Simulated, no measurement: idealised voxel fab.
A process module follows: voxel gate over fins.
Section shown: cut. Width: 255 nm. Cell size: 5 nm, square.
Square cells in a grid make up a cross-section in this document, and the grid is given as bands, listed from the top down, each one or more rows of cells.
The entry gives the band's vertical extent as a top height and a bottom height in nm, then its horizontal make-up as materials from left to right, each with a width in nm. "empty" stands for empty space; a single material marked "edge to edge" fills the band edge to edge.
Below 0: as-received wafer, all one material; heights counted from there. Lowest band: no bottom, goes on down, written "from 0 down".
The width entry "30 to 40" should be interpreted row by row: the top row of cells in the band takes the first number, the bottom row takes the second number, and the change between adjacent rows is uniform throughout.
What does "no change" mean for a step? It means no cell of the cross-section changed in that step.
"Closed void table" specifies each empty space that is not open to the top and that occupies no fewer than 8 cells, using the form width x height at distance, the distance measured from the left edge and all three quantities in nm.
Anything after a step's settings on that line? It's the simulator's own note about the step.
On any step carrying a mask, the "overlay nm" setting, if present on the step's line, tells how far right of its planned place the mask lay; negative values point to the left.
Set out below are the planned steps of the process:
1) RECEIVE: material Si
2) CONFORMAL_DEP: material SiN, thk nm 10
3) PATTERN: tone cover, mask id FINS, material resist, width nm 15, pitch nm 35, thk nm 15, overlay nm 0
4) DIRECTIONAL_ETCH: etch materials SiN, depth nm 10
5) DIRECTIONAL_ETCH: etch materials Si, depth nm 30
6) STRIP: etch materials resist
7) OXIDIZE: depth nm 5
8) FILL_DEP: material SiO2, thk nm 10
9) CMP: height nm 10
10) SELECTIVE_ETCH: etch materials SiO2, depth nm 20
11) STRIP: etch materials SiN
12) CONFORMAL_DEP: material HfO2, thk nm 5
13) CONFORMAL_DEP: material TiN, thk nm 5
14) FILL_DEP: material W, thk nm 10
15) CMP: height nm 15
16) CONFORMAL_DEP: material SiCN, thk nm 5
Shown in cross-section is the wafer as received, that is, as it stands after step 1:
	from 0 down = Si edge to edge
	Closed void table: none
Module complete, cross-section. Starting point and plan per above. One mistake made in running the module:
	from 20 to 15 = SiCN edge to edge
	from 15 to 10 = W edge to edge
	from 10 to 5 = W: 90, then TiN: 25, then W: 10, then TiN: 25, then W: 10, then TiN: 25, then W: 70
	from 5 to 0 = W: 90, then TiN: 5, then HfO2: 15, then TiN: 5, then W: 10, then TiN: 5, then HfO2: 15, then TiN: 5, then W: 10, then TiN: 5, then HfO2: 15, then TiN: 5, then W: 70
	from 0 to -5 = TiN: 95, then HfO2: 5, then Si: 5, then HfO2: 5, then TiN: 20, then HfO2: 5, then Si: 5, then HfO2: 5, then TiN: 20, then HfO2: 5, then Si: 5, then HfO2: 5, then TiN: 75
	from -5 to -10 = HfO2: 100, then Si: 5, then HfO2: 30, then Si: 5, then HfO2: 30, then Si: 5, then HfO2: 80
	from -10 to -35 = SiO2: 100, then Si: 5, then SiO2: 30, then Si: 5, then SiO2: 30, then Si: 5, then SiO2: 80
	from -35 down = Si edge to edge
	Closed void table: none
Finding, execution versus plan: step 3 ran differently from the plan; actual operation with settings: PATTERN: tone cover, mask id FINS, material resist, width nm 15, pitch nm 35, thk nm 15, overlay nm 10
